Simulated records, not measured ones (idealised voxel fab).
Name of the process module below: voxel tone inversion
275 nm wide, 5 nm square cells: that's cross-section cut.
The cross-sections in this document take the form of a grid made of square cells. They are written out as bands, in order from top to bottom. Each band consists of one or more rows of cells.
First you get the band's top height and its bottom height, in nm, and then the materials it's made of, left to right, with each width in nm. If you see a single material with "all across", that one covers the band edge to edge. "empty" is empty space.
Height datum 0, below which the as-received substrate wafer is one material. Lowest band open at the bottom, running downward: "from 0 down".
A width such as "30->40" changes by the same amount from each row of cells to the next, from the band's top row to its bottom row.
It should be understood that the words "identical to before", when stated for a given step, signify that the cross-section underwent no change in any of its cells during that step.
"Closed void catalog": empty spaces of 8 cells or more with no open way to the top, each given as width x height at distance, distance from the left edge, all in nm.
Past the settings on a step's line: simulator remark, on that step.
overlay nm: how far to the right of its planned place the mask lay on this masked step (negative: to the left).
This section lists the process steps that were planned:
| 1 | RECEIVE [material Si] |
| 2 | CONFORMAL_DEP [material SiN] [thk nm 10] |
| 3 | DIRECTIONAL_DEP [material polySi] [thk nm 20] |
| 4 | PATTERN [tone cover] [mask id POSTS] [material resist] [width nm 25] [pitch nm 40] [thk nm 30] [overlay nm -15] |
| 5 | DIRECTIONAL_ETCH [etch materials polySi] [depth nm 20] |
| 6 | STRIP [etch materials resist] |
| 7 | FILL_DEP [material lowk] [thk nm 5] |
| 8 | CMP [height nm 30] |
| 9 | STRIP [etch materials polySi] |
Quick note for whoever runs this: the wafers start identical, but the overlay nm at step 4 isn't the same across them. The plan just shows what the first wafer had.
So this is the first of several wafers, cross-sectioned as it came to us, meaning it's at the end of step 1:
- from 0 down: Si all across
- Closed void catalog: none
Take any row and you have a wafer at the end of the module: how many cells of each material it has gained (+) or lost (-) since it was received, and then its closed voids:
overlay nm -15, +110 SiN, +160 lowk, Closed void catalog: none
overlay nm -10, +110 SiN, +160 lowk, Closed void catalog: none
overlay nm -5, +110 SiN, +160 lowk, Closed void catalog: none
overlay nm 0, +110 SiN, +160 lowk, Closed void catalog: none
overlay nm 5, +110 SiN, +160 lowk, Closed void catalog: none
overlay nm 10, +110 SiN, +160 lowk, Closed void catalog: none
overlay nm 15, +110 SiN, +160 lowk, Closed void catalog: none
